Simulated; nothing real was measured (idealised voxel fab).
Name of the process module below: voxel ribs on slabs
Cross-section cut: width 270 nm, square cells of 5 nm.
Cross-section format: a grid of square cells, given as bands from top to bottom; each band is one or more rows of cells.
Quick guide to a band line: top height, bottom height (nm) up front; then every material left to right with its width in nm. Only one material and it's marked "full width"? Then it fills the band edge to edge. And "air" just means empty space.
All heights in this document are referenced to 0, defined as the level beneath which the wafer, as received, consists entirely of one material. The lowest band is not bounded below; it extends indefinitely downward and is written in the form "z 0 and below".
The width entry "30 to 40" should be interpreted row by row: the top row of cells in the band takes the first number, the bottom row takes the second number, and the change between adjacent rows is uniform throughout.
"changes: none" (step): cross-section cells unchanged, all of them.
In "Closed-off voids" the enclosed voids are listed, meaning empty spaces of 8 cells or larger without any opening to the top. The form is width x height at distance, distance from the left edge, units nm.
Where a step's line continues beyond its settings, the continuation is a remark by the simulator itself on that step.
"overlay nm" on a masked step: distance the mask lay right of its planned place, negative for left.
### The steps planned for the process are as follows
1) RECEIVE: material Si
2) DIRECTIONAL_DEP: material SiO2, thk nm 25
3) DIRECTIONAL_DEP: material SiN, thk nm 20
4) PATTERN: tone cover, mask id RIB, material resist, width nm 30, thk nm 15, overlay nm 0
5) DIRECTIONAL_ETCH: etch materials SiN, depth nm 15
6) STRIP: etch materials resist
7) MASKED_ETCH: tone cover, mask id SLAB, width nm 80, etch materials SiN, depth nm 5, overlay nm 0
8) FILL_DEP: material SiO2, thk nm 25
9) CMP: height nm 65
10) DIRECTIONAL_DEP: material TiN, thk nm 5
11) DIRECTIONAL_DEP: material aC, thk nm 15
12) PATTERN: tone cover, mask id HEATER, material resist, width nm 40, thk nm 35, overlay nm 0
13) DIRECTIONAL_ETCH: etch materials aC, depth nm 15
14) STRIP: etch materials resist
15) DIRECTIONAL_ETCH: etch materials TiN, depth nm 5
16) STRIP: etch materials aC
17) CONFORMAL_DEP: material SiO2, thk nm 10
### As-received state of the wafer in cross-section, equivalent to post-step 1
    z 0 and below  Si full width
    Closed-off voids: none
### Here's the cross-section of the first of our two wafers at the end of the module - it ran as planned
    z 80 to 75  air: 105 | SiO2: 60 | air: 105
    z 75 to 70  SiO2 full width
    z 70 to 65  SiO2: 115 | TiN: 40 | SiO2: 115
    z 65 to 45  SiO2 full width
    z 45 to 30  SiO2: 120 | SiN: 30 | SiO2: 120
    z 30 to 25  SiO2: 95 | SiN: 80 | SiO2: 95
    z 25 to 0  SiO2 full width
    z 0 and below  Si full width
    Closed-off voids: none
### Cross-section, second wafer: same start as the first, same plan as the first, one mistake in running it; taken at the end of the module
    z 80 to 75  air: 105 | SiO2: 60 | air: 105
    z 75 to 70  SiO2 full width
    z 70 to 65  SiO2: 115 | TiN: 40 | SiO2: 115
    z 65 to 45  SiO2 full width
    z 45 to 25  aC full width
    z 25 to 0  SiO2 full width
    z 0 and below  Si full width
    Closed-off voids: none
What was the processing mistake? step 3 ran with different settings than intended, the actual operation and settings being DIRECTIONAL_DEP: material aC, thk nm 20
End of process, cell counts, second wafer against first, materials with more or fewer: SiN -34, SiO2 -182, aC +216
